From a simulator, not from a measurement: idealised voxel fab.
A process module follows: voxel trench capacitor.
For reference, the cross-section in this document is cut, with width 275 nm and square cells of 5 nm.
Reading order for cross-sections: top band down to bottom band. Underlying form: a grid of square cells. Band size: one or more rows of cells. Band: top and bottom heights (nm) first, top before bottom; then materials from left to right, widths in nm. "throughout" marks a sole material filling the band edge to edge. "blank" denotes empty space. Beneath 0, the wafer as received is one material, and that level is where height counting begins. The lowest band goes on downward without a bottom; it is written like "0 and below". Top row gets the first number, bottom row gets the second, and each row in between changes by the same step: that is how a band width like "30->40" works. Take "nothing altered" at face value: in the step it is given for, the cross-section changed in none of its cells. Empty spaces counting at least 8 cells and having no open way to the top are listed in "Closed empty spaces". The notation width x height at distance is used for each, the distance being from the left edge and all three values in nm. Formally, on a step line, whatever follows the settings is a remark that the simulator itself makes on the step. If you see "overlay nm" on a step's line and that step has a mask, it's telling you how far right of where it was planned the mask ended up; a negative number means it went left instead.

-- Planned process steps
1) RECEIVE,material Si
2) CONFORMAL_DEP,material SiN,thk nm 10
3) DIRECTIONAL_DEP,material aC,thk nm 10
4) PATTERN,tone open,mask id TRENCH,material resist,width nm 25,pitch nm 40,thk nm 25,overlay nm 0
5) DIRECTIONAL_ETCH,etch materials aC,depth nm 10
6) STRIP,etch materials resist
7) DIRECTIONAL_ETCH,etch materials SiN,depth nm 10
8) DIRECTIONAL_ETCH,etch materials Si,depth nm 30
9) STRIP,etch materials aC
10) CONFORMAL_DEP,material HfO2,thk nm 5
11) CONFORMAL_DEP,material TiN,thk nm 5
12) FILL_DEP,material W,thk nm 10
13) CMP,height nm 10

-- First out of two wafers; run went to plan

-- Received-state cross-section, reflecting completion of step 1
0 and below = Si throughout
Closed empty spaces: none

-- After step 2, in cross-section
10 down to 0 = SiN throughout
No changes below 0.

-- After step 3, in cross-section
20 down to 10 = aC throughout
No changes below 10.

-- After step 4, in cross-section
45 down to 20 = 105 nm resist, 25 nm blank, 15 nm resist, 25 nm blank, 105 nm resist
No changes below 20.

-- After step 5, in cross-section
35 down to 20 = 105 nm resist, 25 nm blank, 15 nm resist, 25 nm blank, 105 nm resist
20 down to 10 = 105 nm aC, 25 nm blank, 15 nm aC, 25 nm blank, 105 nm aC
No changes below 10.

-- After step 6, in cross-section
20 down to 10 = 105 nm aC, 25 nm blank, 15 nm aC, 25 nm blank, 105 nm aC
No changes below 10.

-- After step 7, in cross-section
20 down to 10 = 105 nm aC, 25 nm blank, 15 nm aC, 25 nm blank, 105 nm aC
10 down to 0 = 105 nm SiN, 25 nm blank, 15 nm SiN, 25 nm blank, 105 nm SiN
No changes below 0.

-- After step 8, in cross-section
20 down to 10 = 105 nm aC, 25 nm blank, 15 nm aC, 25 nm blank, 105 nm aC
10 down to 0 = 105 nm SiN, 25 nm blank, 15 nm SiN, 25 nm blank, 105 nm SiN
0 down to -30 = 105 nm Si, 25 nm blank, 15 nm Si, 25 nm blank, 105 nm Si
No changes below -30.

-- After step 9, in cross-section
10 down to 0 = 105 nm SiN, 25 nm blank, 15 nm SiN, 25 nm blank, 105 nm SiN
No changes below 0.

-- After step 10, in cross-section
15 down to 10 = 110 nm HfO2, 15 nm blank, 25 nm HfO2, 15 nm blank, 110 nm HfO2
10 down to 0 = 105 nm SiN, 5 nm HfO2, 15 nm blank, 5 nm HfO2, 15 nm SiN, 5 nm HfO2, 15 nm blank, 5 nm HfO2, 105 nm SiN
0 down to -25 = 105 nm Si, 5 nm HfO2, 15 nm blank, 5 nm HfO2, 15 nm Si, 5 nm HfO2, 15 nm blank, 5 nm HfO2, 105 nm Si
-25 down to -30 = 105 nm Si, 25 nm HfO2, 15 nm Si, 25 nm HfO2, 105 nm Si
No changes below -30.

-- After step 11, in cross-section
20 down to 15 = 115 nm TiN, 5 nm blank, 35 nm TiN, 5 nm blank, 115 nm TiN
15 down to 10 = 110 nm HfO2, 5 nm TiN, 5 nm blank, 5 nm TiN, 25 nm HfO2, 5 nm TiN, 5 nm blank, 5 nm TiN, 110 nm HfO2
10 down to 0 = 105 nm SiN, 5 nm HfO2, 5 nm TiN, 5 nm blank, 5 nm TiN, 5 nm HfO2, 15 nm SiN, 5 nm HfO2, 5 nm TiN, 5 nm blank, 5 nm TiN, 5 nm HfO2, 105 nm SiN
0 down to -20 = 105 nm Si, 5 nm HfO2, 5 nm TiN, 5 nm blank, 5 nm TiN, 5 nm HfO2, 15 nm Si, 5 nm HfO2, 5 nm TiN, 5 nm blank, 5 nm TiN, 5 nm HfO2, 105 nm Si
-20 down to -25 = 105 nm Si, 5 nm HfO2, 15 nm TiN, 5 nm HfO2, 15 nm Si, 5 nm HfO2, 15 nm TiN, 5 nm HfO2, 105 nm Si
No changes below -25.

-- After step 12, in cross-section
30 down to 20 = W throughout
20 down to 15 = 115 nm TiN, 5 nm W, 35 nm TiN, 5 nm W, 115 nm TiN
15 down to 10 = 110 nm HfO2, 5 nm TiN, 5 nm W, 5 nm TiN, 25 nm HfO2, 5 nm TiN, 5 nm W, 5 nm TiN, 110 nm HfO2
10 down to 0 = 105 nm SiN, 5 nm HfO2, 5 nm TiN, 5 nm W, 5 nm TiN, 5 nm HfO2, 15 nm SiN, 5 nm HfO2, 5 nm TiN, 5 nm W, 5 nm TiN, 5 nm HfO2, 105 nm SiN
0 down to -20 = 105 nm Si, 5 nm HfO2, 5 nm TiN, 5 nm W, 5 nm TiN, 5 nm HfO2, 15 nm Si, 5 nm HfO2, 5 nm TiN, 5 nm W, 5 nm TiN, 5 nm HfO2, 105 nm Si
No changes below -20.

-- After step 13, in cross-section
10 down to 0 = 105 nm SiN, 5 nm HfO2, 5 nm TiN, 5 nm W, 5 nm TiN, 5 nm HfO2, 15 nm SiN, 5 nm HfO2, 5 nm TiN, 5 nm W, 5 nm TiN, 5 nm HfO2, 105 nm SiN
No changes below 0.

-- Okay, second wafer. Nothing different at the start, nothing different in the plan, just one mistake somewhere in the running. As far as step 3, counting that step, it's the first wafer all over again

-- X-section, second wafer, when step 4 was due to finish
45 down to 20 = 105 nm blank, 25 nm resist, 15 nm blank, 25 nm resist, 105 nm blank
No changes below 20.

-- X-section, second wafer, when step 5 was due to finish
35 down to 20 = 105 nm blank, 25 nm resist, 15 nm blank, 25 nm resist, 105 nm blank
20 down to 10 = 105 nm blank, 25 nm aC, 15 nm blank, 25 nm aC, 105 nm blank
No changes below 10.

-- X-section, second wafer, when step 6 was due to finish
20 down to 10 = 105 nm blank, 25 nm aC, 15 nm blank, 25 nm aC, 105 nm blank
No changes below 10.

-- X-section, second wafer, when step 7 was due to finish
20 down to 10 = 105 nm blank, 25 nm aC, 15 nm blank, 25 nm aC, 105 nm blank
10 down to 0 = 105 nm blank, 25 nm SiN, 15 nm blank, 25 nm SiN, 105 nm blank
No changes below 0.

-- X-section, second wafer, when step 8 was due to finish
20 down to 10 = 105 nm blank, 25 nm aC, 15 nm blank, 25 nm aC, 105 nm blank
10 down to 0 = 105 nm blank, 25 nm SiN, 15 nm blank, 25 nm SiN, 105 nm blank
0 down to -30 = 105 nm blank, 25 nm Si, 15 nm blank, 25 nm Si, 105 nm blank
No changes below -30.

-- X-section, second wafer, when step 9 was due to finish
10 down to 0 = 105 nm blank, 25 nm SiN, 15 nm blank, 25 nm SiN, 105 nm blank
No changes below 0.

-- X-section, second wafer, when step 10 was due to finish
15 down to 10 = 100 nm blank, 35 nm HfO2, 5 nm blank, 35 nm HfO2, 100 nm blank
10 down to 0 = 100 nm blank, 5 nm HfO2, 25 nm SiN, 5 nm HfO2, 5 nm blank, 5 nm HfO2, 25 nm SiN, 5 nm HfO2, 100 nm blank
0 down to -25 = 100 nm blank, 5 nm HfO2, 25 nm Si, 5 nm HfO2, 5 nm blank, 5 nm HfO2, 25 nm Si, 5 nm HfO2, 100 nm blank
-25 down to -30 = 105 nm HfO2, 25 nm Si, 15 nm HfO2, 25 nm Si, 105 nm HfO2
No changes below -30.

-- X-section, second wafer, when step 11 was due to finish
20 down to 15 = 95 nm blank, 85 nm TiN, 95 nm blank
15 down to 10 = 95 nm blank, 5 nm TiN, 35 nm HfO2, 5 nm TiN, 35 nm HfO2, 5 nm TiN, 95 nm blank
10 down to 0 = 95 nm blank, 5 nm TiN, 5 nm HfO2, 25 nm SiN, 5 nm HfO2, 5 nm TiN, 5 nm HfO2, 25 nm SiN, 5 nm HfO2, 5 nm TiN, 95 nm blank
0 down to -20 = 95 nm blank, 5 nm TiN, 5 nm HfO2, 25 nm Si, 5 nm HfO2, 5 nm TiN, 5 nm HfO2, 25 nm Si, 5 nm HfO2, 5 nm TiN, 95 nm blank
-20 down to -25 = 100 nm TiN, 5 nm HfO2, 25 nm Si, 5 nm HfO2, 5 nm TiN, 5 nm HfO2, 25 nm Si, 5 nm HfO2, 100 nm TiN
No changes below -25.

-- X-section, second wafer, when step 12 was due to finish
30 down to 20 = W throughout
20 down to 15 = 95 nm W, 85 nm TiN, 95 nm W
15 down to 10 = 95 nm W, 5 nm TiN, 35 nm HfO2, 5 nm TiN, 35 nm HfO2, 5 nm TiN, 95 nm W
10 down to 0 = 95 nm W, 5 nm TiN, 5 nm HfO2, 25 nm SiN, 5 nm HfO2, 5 nm TiN, 5 nm HfO2, 25 nm SiN, 5 nm HfO2, 5 nm TiN, 95 nm W
0 down to -20 = 95 nm W, 5 nm TiN, 5 nm HfO2, 25 nm Si, 5 nm HfO2, 5 nm TiN, 5 nm HfO2, 25 nm Si, 5 nm HfO2, 5 nm TiN, 95 nm W
No changes below -20.

-- X-section, second wafer, when step 13 was due to finish
10 down to 0 = 95 nm W, 5 nm TiN, 5 nm HfO2, 25 nm SiN, 5 nm HfO2, 5 nm TiN, 5 nm HfO2, 25 nm SiN, 5 nm HfO2, 5 nm TiN, 95 nm W
No changes below 0.
So what did we get wrong on this run? step 4: run off-plan, actual operation and settings PATTERN,tone cover,mask id TRENCH,material resist,width nm 25,pitch nm 40,thk nm 25,overlay nm 0
End of process, cell counts, second wafer against first, materials with more or fewer: HfO2: 35 more, Si: 210 fewer, SiN: 70 fewer, TiN: 29 more, W: 216 more
